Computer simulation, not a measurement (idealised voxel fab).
Process module name: voxel self aligned vias
cross-section cut | 255 nm wide | cells 5 nm
If you're reading a cross-section in this doc, picture square cells in a grid; it comes to you as bands, top ones listed first down to the bottom, and a band can be one or more rows of cells.
Heights first: top, then bottom, in nm. Then materials, left to right, each with a width in nm. "throughout" on a single material: fills the band edge to edge. "empty": empty space.
Basically, 0 is our baseline, since under it the wafer straight out of the box is all one material. The bottom band has no lower end and keeps on going down, so it looks like "top 0, no bottom".
A width such as "30..40" changes by the same amount from each row of cells to the next, from the band's top row to its bottom row.
"no change" (step): cross-section cells unchanged, all of them.
Listed in "Closed void catalog": every empty space of 8 or more cells without an open way to the top. Form: width x height at distance, the distance being from the left edge, all in nm.
On each step's line, the part that comes after the settings is the simulator's own comment on the step.
overlay nm: where the mask lay relative to plan, measured to the right, on steps with a mask; negatives go left.

## Planned step list for the process
step 1: RECEIVE (material Si)
step 2: CONFORMAL_DEP (material SiO2; thk nm 15)
step 3: CONFORMAL_DEP (material SiCN; thk nm 5)
step 4: DIRECTIONAL_DEP (material SiO2; thk nm 20)
step 5: PATTERN (tone open; mask id LINES; material resist; width nm 30; pitch nm 80; thk nm 20; overlay nm 0)
step 6: DIRECTIONAL_ETCH (etch materials SiO2; depth nm 20)
step 7: STRIP (etch materials resist)
step 8: CONFORMAL_DEP (material TiN; thk nm 5)
step 9: FILL_DEP (material W; thk nm 10)
step 10: CMP (height nm 40)
step 11: SELECTIVE_ETCH (etch materials W Ru TiN; depth nm 5)
step 12: FILL_DEP (material SiN; thk nm 10)
step 13: CMP (height nm 40)
step 14: DIRECTIONAL_DEP (material SiO2; thk nm 20)
step 15: DIRECTIONAL_DEP (material aC; thk nm 15)
step 16: PATTERN (tone open; mask id VIAS; material resist; width nm 50; thk nm 30; overlay nm 0)
step 17: DIRECTIONAL_ETCH (etch materials aC; depth nm 15)
step 18: STRIP (etch materials resist)
step 19: DIRECTIONAL_ETCH (etch materials SiO2; depth nm 20)
step 20: DIRECTIONAL_ETCH (etch materials SiN; depth nm 5)
step 21: STRIP (etch materials aC)
step 22: CONFORMAL_DEP (material TiN; thk nm 5)
step 23: FILL_DEP (material Cu; thk nm 5)
step 24: CMP (height nm 60)
step 25: CONFORMAL_DEP (material SiN; thk nm 5)

## First wafer out of two, processed as planned

## Received-state cross-section, reflecting completion of step 1
    top 0, no bottom: Si throughout
    Closed void catalog: none

## How the wafer stands in section after step 2
    top 15, bottom 0: SiO2 throughout
    Nothing below the height 0 has changed.

## How the wafer stands in section after step 3
    top 20, bottom 15: SiCN throughout
    Nothing below the height 15 has changed.

## How the wafer stands in section after step 4
    top 40, bottom 20: SiO2 throughout
    Nothing below the height 20 has changed.

## How the wafer stands in section after step 5
    top 60, bottom 40: 70 nm resist, then 30 nm empty, then 50 nm resist, then 30 nm empty, then 75 nm resist
    Nothing below the height 40 has changed.

## How the wafer stands in section after step 6
    top 60, bottom 40: 70 nm resist, then 30 nm empty, then 50 nm resist, then 30 nm empty, then 75 nm resist
    top 40, bottom 20: 70 nm SiO2, then 30 nm empty, then 50 nm SiO2, then 30 nm empty, then 75 nm SiO2
    Nothing below the height 20 has changed.

## How the wafer stands in section after step 7
    top 40, bottom 20: 70 nm SiO2, then 30 nm empty, then 50 nm SiO2, then 30 nm empty, then 75 nm SiO2
    Nothing below the height 20 has changed.

## How the wafer stands in section after step 8
    top 45, bottom 40: 75 nm TiN, then 20 nm empty, then 60 nm TiN, then 20 nm empty, then 80 nm TiN
    top 40, bottom 25: 70 nm SiO2, then 5 nm TiN, then 20 nm empty, then 5 nm TiN, then 50 nm SiO2, then 5 nm TiN, then 20 nm empty, then 5 nm TiN, then 75 nm SiO2
    top 25, bottom 20: 70 nm SiO2, then 30 nm TiN, then 50 nm SiO2, then 30 nm TiN, then 75 nm SiO2
    Nothing below the height 20 has changed.

## How the wafer stands in section after step 9
    top 55, bottom 45: W throughout
    top 45, bottom 40: 75 nm TiN, then 20 nm W, then 60 nm TiN, then 20 nm W, then 80 nm TiN
    top 40, bottom 25: 70 nm SiO2, then 5 nm TiN, then 20 nm W, then 5 nm TiN, then 50 nm SiO2, then 5 nm TiN, then 20 nm W, then 5 nm TiN, then 75 nm SiO2
    Nothing below the height 25 has changed.

## How the wafer stands in section after step 10
    top 40, bottom 25: 70 nm SiO2, then 5 nm TiN, then 20 nm W, then 5 nm TiN, then 50 nm SiO2, then 5 nm TiN, then 20 nm W, then 5 nm TiN, then 75 nm SiO2
    Nothing below the height 25 has changed.

## How the wafer stands in section after step 11
    top 40, bottom 35: 70 nm SiO2, then 30 nm empty, then 50 nm SiO2, then 30 nm empty, then 75 nm SiO2
    Nothing below the height 35 has changed.

## How the wafer stands in section after step 12
    top 50, bottom 40: SiN throughout
    top 40, bottom 35: 70 nm SiO2, then 30 nm SiN, then 50 nm SiO2, then 30 nm SiN, then 75 nm SiO2
    Nothing below the height 35 has changed.

## How the wafer stands in section after step 13
    top 40, bottom 35: 70 nm SiO2, then 30 nm SiN, then 50 nm SiO2, then 30 nm SiN, then 75 nm SiO2
    Nothing below the height 35 has changed.

## How the wafer stands in section after step 14
    top 60, bottom 40: SiO2 throughout
    Nothing below the height 40 has changed.

## How the wafer stands in section after step 15
    top 75, bottom 60: aC throughout
    Nothing below the height 60 has changed.

## How the wafer stands in section after step 16
    top 105, bottom 75: 60 nm resist, then 50 nm empty, then 145 nm resist
    Nothing below the height 75 has changed.

## How the wafer stands in section after step 17
    top 90, bottom 75: 60 nm resist, then 50 nm empty, then 145 nm resist
    top 75, bottom 60: 60 nm aC, then 50 nm empty, then 145 nm aC
    Nothing below the height 60 has changed.

## How the wafer stands in section after step 18
    top 75, bottom 60: 60 nm aC, then 50 nm empty, then 145 nm aC
    Nothing below the height 60 has changed.

## How the wafer stands in section after step 19
    top 75, bottom 60: 60 nm aC, then 50 nm empty, then 145 nm aC
    top 60, bottom 40: 60 nm SiO2, then 50 nm empty, then 145 nm SiO2
    Nothing below the height 40 has changed.

## How the wafer stands in section after step 20
    top 75, bottom 60: 60 nm aC, then 50 nm empty, then 145 nm aC
    top 60, bottom 40: 60 nm SiO2, then 50 nm empty, then 145 nm SiO2
    top 40, bottom 35: 70 nm SiO2, then 30 nm empty, then 50 nm SiO2, then 30 nm SiN, then 75 nm SiO2
    Nothing below the height 35 has changed.

## How the wafer stands in section after step 21
    top 60, bottom 40: 60 nm SiO2, then 50 nm empty, then 145 nm SiO2
    Nothing below the height 40 has changed.

## How the wafer stands in section after step 22
    top 65, bottom 60: 65 nm TiN, then 40 nm empty, then 150 nm TiN
    top 60, bottom 45: 60 nm SiO2, then 5 nm TiN, then 40 nm empty, then 5 nm TiN, then 145 nm SiO2
    top 45, bottom 40: 60 nm SiO2, then 15 nm TiN, then 20 nm empty, then 15 nm TiN, then 145 nm SiO2
    top 40, bottom 35: 70 nm SiO2, then 30 nm TiN, then 50 nm SiO2, then 30 nm SiN, then 75 nm SiO2
    Nothing below the height 35 has changed.

## How the wafer stands in section after step 23
    top 70, bottom 65: Cu throughout
    top 65, bottom 60: 65 nm TiN, then 40 nm Cu, then 150 nm TiN
    top 60, bottom 45: 60 nm SiO2, then 5 nm TiN, then 40 nm Cu, then 5 nm TiN, then 145 nm SiO2
    top 45, bottom 40: 60 nm SiO2, then 15 nm TiN, then 20 nm Cu, then 15 nm TiN, then 145 nm SiO2
    Nothing below the height 40 has changed.

## How the wafer stands in section after step 24
    top 60, bottom 45: 60 nm SiO2, then 5 nm TiN, then 40 nm Cu, then 5 nm TiN, then 145 nm SiO2
    Nothing below the height 45 has changed.

## How the wafer stands in section after step 25
    top 65, bottom 60: SiN throughout
    Nothing below the height 60 has changed.

## Second of two: same start, same plan, one run error; steps up to and including 15 match the first

## Second wafer, cut view, end of step 16 per plan
    top 105, bottom 75: 65 nm resist, then 40 nm empty, then 150 nm resist
    Nothing below the height 75 has changed.

## Second wafer, cut view, end of step 17 per plan
    top 90, bottom 75: 65 nm resist, then 40 nm empty, then 150 nm resist
    top 75, bottom 60: 65 nm aC, then 40 nm empty, then 150 nm aC
    Nothing below the height 60 has changed.

## Second wafer, cut view, end of step 18 per plan
    top 75, bottom 60: 65 nm aC, then 40 nm empty, then 150 nm aC
    Nothing below the height 60 has changed.

## Second wafer, cut view, end of step 19 per plan
    top 75, bottom 60: 65 nm aC, then 40 nm empty, then 150 nm aC
    top 60, bottom 40: 65 nm SiO2, then 40 nm empty, then 150 nm SiO2
    Nothing below the height 40 has changed.

## Second wafer, cut view, end of step 20 per plan
    top 75, bottom 60: 65 nm aC, then 40 nm empty, then 150 nm aC
    top 60, bottom 40: 65 nm SiO2, then 40 nm empty, then 150 nm SiO2
    top 40, bottom 35: 70 nm SiO2, then 30 nm empty, then 50 nm SiO2, then 30 nm SiN, then 75 nm SiO2
    Nothing below the height 35 has changed.

## Second wafer, cut view, end of step 21 per plan
    top 60, bottom 40: 65 nm SiO2, then 40 nm empty, then 150 nm SiO2
    Nothing below the height 40 has changed.

## Second wafer, cut view, end of step 22 per plan
    top 65, bottom 60: 70 nm TiN, then 30 nm empty, then 155 nm TiN
    top 60, bottom 45: 65 nm SiO2, then 5 nm TiN, then 30 nm empty, then 5 nm TiN, then 150 nm SiO2
    top 45, bottom 40: 65 nm SiO2, then 10 nm TiN, then 20 nm empty, then 10 nm TiN, then 150 nm SiO2
    top 40, bottom 35: 70 nm SiO2, then 30 nm TiN, then 50 nm SiO2, then 30 nm SiN, then 75 nm SiO2
    Nothing below the height 35 has changed.

## Second wafer, cut view, end of step 23 per plan
    top 70, bottom 65: Cu throughout
    top 65, bottom 60: 70 nm TiN, then 30 nm Cu, then 155 nm TiN
    top 60, bottom 45: 65 nm SiO2, then 5 nm TiN, then 30 nm Cu, then 5 nm TiN, then 150 nm SiO2
    top 45, bottom 40: 65 nm SiO2, then 10 nm TiN, then 20 nm Cu, then 10 nm TiN, then 150 nm SiO2
    Nothing below the height 40 has changed.

## Second wafer, cut view, end of step 24 per plan
    top 60, bottom 45: 65 nm SiO2, then 5 nm TiN, then 30 nm Cu, then 5 nm TiN, then 150 nm SiO2
    Nothing below the height 45 has changed.

## Second wafer, cut view, end of step 25 per plan
    top 65, bottom 60: SiN throughout
    Nothing below the height 60 has changed.
Which mistake was made when the wafer was run? note that step 16 departed from the planned setting and was carried out as PATTERN (tone open; mask id VIAS; material resist; width nm 40; thk nm 30; overlay nm 0)
Final difference in cells, second wafer against first, listed per material as more or fewer: 6 fewer of Cu | 8 more of SiO2 | 2 fewer of TiN
